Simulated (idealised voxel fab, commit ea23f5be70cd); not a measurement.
The following is a process module called voxel ribs on slabs.
Section shown: cut. Width: 155 nm. Cell size: 5 nm, square.
Format of a cross-section: grid, square cells. Given as bands. Order: top down. Band: one or more rows of cells.
The band entry comprises the height of the band's top followed by the height of its bottom, expressed in nm, and subsequently the band's materials from left to right, each stated together with its width in nm. Where a single material is marked with the word "edge to edge", that material fills the band from edge to edge. The word "empty" represents empty space.
Counting heights begins at 0, where everything beneath is, in the wafer as received, one material. The lowest band has no bottom; it goes on downwards, as "0 -> down" shows.
A width given as "30..40" starts at the first number in the band's top row and ends at the second number in its bottom row, shifting by an equal amount at every step from row to row.
"no change" means the step left every cell of the cross-section as it was.
The entry titled "Completely enclosed voids" provides the empty spaces that have no open way to the top, restricted to those of 8 cells or more. Each is presented as width x height at distance, the distance being measured from the left edge, with all three in nm.
On a step's line, text after the settings is the simulator commenting on that step.
Steps that use a mask can have "overlay nm" on their line. It says how far the mask sat to the right of where it was meant to be. Negative means to the left.
LISTED BELOW ARE THE PROCESS STEPS AS PLANNED
- 1: RECEIVE: material Si
- 2: DIRECTIONAL_DEP: material SiO2, thk nm 30
- 3: DIRECTIONAL_DEP: material polySi, thk nm 20
- 4: PATTERN: tone cover, mask id RIB, material resist, width nm 15, thk nm 15, overlay nm 0
- 5: DIRECTIONAL_ETCH: etch materials polySi, depth nm 10
- 6: STRIP: etch materials resist
- 7: DIRECTIONAL_DEP: material aC, thk nm 15
- 8: PATTERN: tone cover, mask id SLAB, material resist, width nm 75, thk nm 35, overlay nm 0
- 9: DIRECTIONAL_ETCH: etch materials aC, depth nm 15
- 10: STRIP: etch materials resist
- 11: DIRECTIONAL_ETCH: etch materials polySi, depth nm 10
- 12: STRIP: etch materials aC
- 13: FILL_DEP: material SiO2, thk nm 25
- 14: CMP: height nm 65
- 15: DIRECTIONAL_DEP: material W, thk nm 10
- 16: PATTERN: tone cover, mask id HEATER, material resist, width nm 25, thk nm 15, overlay nm 0
- 17: DIRECTIONAL_ETCH: etch materials W, depth nm 10
- 18: STRIP: etch materials resist
- 19: CONFORMAL_DEP: material SiO2, thk nm 5
OF TWO WAFERS, THE FIRST: RUN ACCORDING TO PLAN
CROSS-SECTION OF THE WAFER AT RECEIPT, WHICH IS THE CONDITION AFTER STEP 1
- 0 -> down = Si edge to edge
- Completely enclosed voids: none
YOU'RE LOOKING AT A CROSS-SECTION OF THE WAFER AFTER STEP 2
- 30 -> 0 = SiO2 edge to edge
- Nothing below the height 0 has changed.
YOU'RE LOOKING AT A CROSS-SECTION OF THE WAFER AFTER STEP 3
- 50 -> 30 = polySi edge to edge
- Nothing below the height 30 has changed.
YOU'RE LOOKING AT A CROSS-SECTION OF THE WAFER AFTER STEP 4
- 65 -> 50 = empty 70 nm, resist 15 nm, empty 70 nm
- Nothing below the height 50 has changed.
YOU'RE LOOKING AT A CROSS-SECTION OF THE WAFER AFTER STEP 5
- 65 -> 50 = empty 70 nm, resist 15 nm, empty 70 nm
- 50 -> 40 = empty 70 nm, polySi 15 nm, empty 70 nm
- Nothing below the height 40 has changed.
YOU'RE LOOKING AT A CROSS-SECTION OF THE WAFER AFTER STEP 6
- 50 -> 40 = empty 70 nm, polySi 15 nm, empty 70 nm
- Nothing below the height 40 has changed.
YOU'RE LOOKING AT A CROSS-SECTION OF THE WAFER AFTER STEP 7
- 65 -> 55 = empty 70 nm, aC 15 nm, empty 70 nm
- 55 -> 50 = aC edge to edge
- 50 -> 40 = aC 70 nm, polySi 15 nm, aC 70 nm
- Nothing below the height 40 has changed.
YOU'RE LOOKING AT A CROSS-SECTION OF THE WAFER AFTER STEP 8
- 100 -> 65 = empty 40 nm, resist 75 nm, empty 40 nm
- 65 -> 55 = empty 40 nm, resist 30 nm, aC 15 nm, resist 30 nm, empty 40 nm
- Nothing below the height 55 has changed.
YOU'RE LOOKING AT A CROSS-SECTION OF THE WAFER AFTER STEP 9
- 85 -> 65 = empty 40 nm, resist 75 nm, empty 40 nm
- 65 -> 55 = empty 40 nm, resist 30 nm, aC 15 nm, resist 30 nm, empty 40 nm
- 55 -> 50 = empty 40 nm, aC 75 nm, empty 40 nm
- 50 -> 40 = empty 40 nm, aC 30 nm, polySi 15 nm, aC 30 nm, empty 40 nm
- Nothing below the height 40 has changed.
YOU'RE LOOKING AT A CROSS-SECTION OF THE WAFER AFTER STEP 10
- 65 -> 55 = empty 70 nm, aC 15 nm, empty 70 nm
- Nothing below the height 55 has changed.
YOU'RE LOOKING AT A CROSS-SECTION OF THE WAFER AFTER STEP 11
- 65 -> 55 = empty 70 nm, aC 15 nm, empty 70 nm
- 55 -> 50 = empty 40 nm, aC 75 nm, empty 40 nm
- 50 -> 40 = empty 40 nm, aC 30 nm, polySi 15 nm, aC 30 nm, empty 40 nm
- 40 -> 30 = empty 40 nm, polySi 75 nm, empty 40 nm
- Nothing below the height 30 has changed.
YOU'RE LOOKING AT A CROSS-SECTION OF THE WAFER AFTER STEP 12
- 50 -> 40 = empty 70 nm, polySi 15 nm, empty 70 nm
- Nothing below the height 40 has changed.
YOU'RE LOOKING AT A CROSS-SECTION OF THE WAFER AFTER STEP 13
- 75 -> 50 = SiO2 edge to edge
- 50 -> 40 = SiO2 70 nm, polySi 15 nm, SiO2 70 nm
- 40 -> 30 = SiO2 40 nm, polySi 75 nm, SiO2 40 nm
- Nothing below the height 30 has changed.
YOU'RE LOOKING AT A CROSS-SECTION OF THE WAFER AFTER STEP 14
- 65 -> 50 = SiO2 edge to edge
- Nothing below the height 50 has changed.
YOU'RE LOOKING AT A CROSS-SECTION OF THE WAFER AFTER STEP 15
- 75 -> 65 = W edge to edge
- Nothing below the height 65 has changed.
YOU'RE LOOKING AT A CROSS-SECTION OF THE WAFER AFTER STEP 16
- 90 -> 75 = empty 65 nm, resist 25 nm, empty 65 nm
- Nothing below the height 75 has changed.
YOU'RE LOOKING AT A CROSS-SECTION OF THE WAFER AFTER STEP 17
- 90 -> 75 = empty 65 nm, resist 25 nm, empty 65 nm
- 75 -> 65 = empty 65 nm, W 25 nm, empty 65 nm
- Nothing below the height 65 has changed.
YOU'RE LOOKING AT A CROSS-SECTION OF THE WAFER AFTER STEP 18
- 75 -> 65 = empty 65 nm, W 25 nm, empty 65 nm
- Nothing below the height 65 has changed.
YOU'RE LOOKING AT A CROSS-SECTION OF THE WAFER AFTER STEP 19
- 80 -> 75 = empty 60 nm, SiO2 35 nm, empty 60 nm
- 75 -> 70 = empty 60 nm, SiO2 5 nm, W 25 nm, SiO2 5 nm, empty 60 nm
- 70 -> 65 = SiO2 65 nm, W 25 nm, SiO2 65 nm
- Nothing below the height 65 has changed.
NOW THE OTHER WAFER: SAME START, SAME RECIPE, BUT WE MESSED UP ONE THING WHEN RUNNING IT. UP TO AND INCLUDING STEP 3 IT'S THE SAME AS THE FIRST ONE
CROSS-SECTION OF THE SECOND WAFER WHEN, ACCORDING TO PLAN, STEP 4 SHOULD HAVE FINISHED
- 65 -> 50 = resist 70 nm, empty 15 nm, resist 70 nm
- Nothing below the height 50 has changed.
CROSS-SECTION OF THE SECOND WAFER WHEN, ACCORDING TO PLAN, STEP 5 SHOULD HAVE FINISHED
- 65 -> 50 = resist 70 nm, empty 15 nm, resist 70 nm
- 50 -> 40 = polySi 70 nm, empty 15 nm, polySi 70 nm
- Nothing below the height 40 has changed.
CROSS-SECTION OF THE SECOND WAFER WHEN, ACCORDING TO PLAN, STEP 6 SHOULD HAVE FINISHED
- 50 -> 40 = polySi 70 nm, empty 15 nm, polySi 70 nm
- Nothing below the height 40 has changed.
CROSS-SECTION OF THE SECOND WAFER WHEN, ACCORDING TO PLAN, STEP 7 SHOULD HAVE FINISHED
- 65 -> 55 = aC 70 nm, empty 15 nm, aC 70 nm
- 55 -> 50 = aC edge to edge
- 50 -> 40 = polySi 70 nm, aC 15 nm, polySi 70 nm
- Nothing below the height 40 has changed.
CROSS-SECTION OF THE SECOND WAFER WHEN, ACCORDING TO PLAN, STEP 8 SHOULD HAVE FINISHED
- 100 -> 65 = empty 40 nm, resist 75 nm, empty 40 nm
- 65 -> 55 = aC 70 nm, resist 15 nm, aC 70 nm
- Nothing below the height 55 has changed.
CROSS-SECTION OF THE SECOND WAFER WHEN, ACCORDING TO PLAN, STEP 9 SHOULD HAVE FINISHED
- 85 -> 65 = empty 40 nm, resist 75 nm, empty 40 nm
- 65 -> 55 = empty 40 nm, aC 30 nm, resist 15 nm, aC 30 nm, empty 40 nm
- 55 -> 50 = empty 40 nm, aC 75 nm, empty 40 nm
- Nothing below the height 50 has changed.
CROSS-SECTION OF THE SECOND WAFER WHEN, ACCORDING TO PLAN, STEP 10 SHOULD HAVE FINISHED
- 65 -> 55 = empty 40 nm, aC 30 nm, empty 15 nm, aC 30 nm, empty 40 nm
- Nothing below the height 55 has changed.
CROSS-SECTION OF THE SECOND WAFER WHEN, ACCORDING TO PLAN, STEP 11 SHOULD HAVE FINISHED
- 65 -> 55 = empty 40 nm, aC 30 nm, empty 15 nm, aC 30 nm, empty 40 nm
- 55 -> 50 = empty 40 nm, aC 75 nm, empty 40 nm
- 50 -> 40 = empty 40 nm, polySi 30 nm, aC 15 nm, polySi 30 nm, empty 40 nm
- Nothing below the height 40 has changed.
CROSS-SECTION OF THE SECOND WAFER WHEN, ACCORDING TO PLAN, STEP 12 SHOULD HAVE FINISHED
- 50 -> 40 = empty 40 nm, polySi 30 nm, empty 15 nm, polySi 30 nm, empty 40 nm
- Nothing below the height 40 has changed.
CROSS-SECTION OF THE SECOND WAFER WHEN, ACCORDING TO PLAN, STEP 13 SHOULD HAVE FINISHED
- 75 -> 50 = SiO2 edge to edge
- 50 -> 40 = SiO2 40 nm, polySi 30 nm, SiO2 15 nm, polySi 30 nm, SiO2 40 nm
- Nothing below the height 40 has changed.
CROSS-SECTION OF THE SECOND WAFER WHEN, ACCORDING TO PLAN, STEP 14 SHOULD HAVE FINISHED
- 65 -> 50 = SiO2 edge to edge
- Nothing below the height 50 has changed.
CROSS-SECTION OF THE SECOND WAFER WHEN, ACCORDING TO PLAN, STEP 15 SHOULD HAVE FINISHED
- 75 -> 65 = W edge to edge
- Nothing below the height 65 has changed.
CROSS-SECTION OF THE SECOND WAFER WHEN, ACCORDING TO PLAN, STEP 16 SHOULD HAVE FINISHED
- 90 -> 75 = empty 65 nm, resist 25 nm, empty 65 nm
- Nothing below the height 75 has changed.
CROSS-SECTION OF THE SECOND WAFER WHEN, ACCORDING TO PLAN, STEP 17 SHOULD HAVE FINISHED
- 90 -> 75 = empty 65 nm, resist 25 nm, empty 65 nm
- 75 -> 65 = empty 65 nm, W 25 nm, empty 65 nm
- Nothing below the height 65 has changed.
CROSS-SECTION OF THE SECOND WAFER WHEN, ACCORDING TO PLAN, STEP 18 SHOULD HAVE FINISHED
- 75 -> 65 = empty 65 nm, W 25 nm, empty 65 nm
- Nothing below the height 65 has changed.
CROSS-SECTION OF THE SECOND WAFER WHEN, ACCORDING TO PLAN, STEP 19 SHOULD HAVE FINISHED
- 80 -> 75 = empty 60 nm, SiO2 35 nm, empty 60 nm
- 75 -> 70 = empty 60 nm, SiO2 5 nm, W 25 nm, SiO2 5 nm, empty 60 nm
- 70 -> 65 = SiO2 65 nm, W 25 nm, SiO2 65 nm
- Nothing below the height 65 has changed.
The plan and the run diverged here: step 4 was not run as planned; what actually ran was PATTERN: tone open, mask id RIB, material resist, width nm 15, thk nm 15, overlay nm 0
In the final state, the cell counts of the second wafer exceed or fall short of those of the first for the following materials: -50 SiO2; +50 polySi
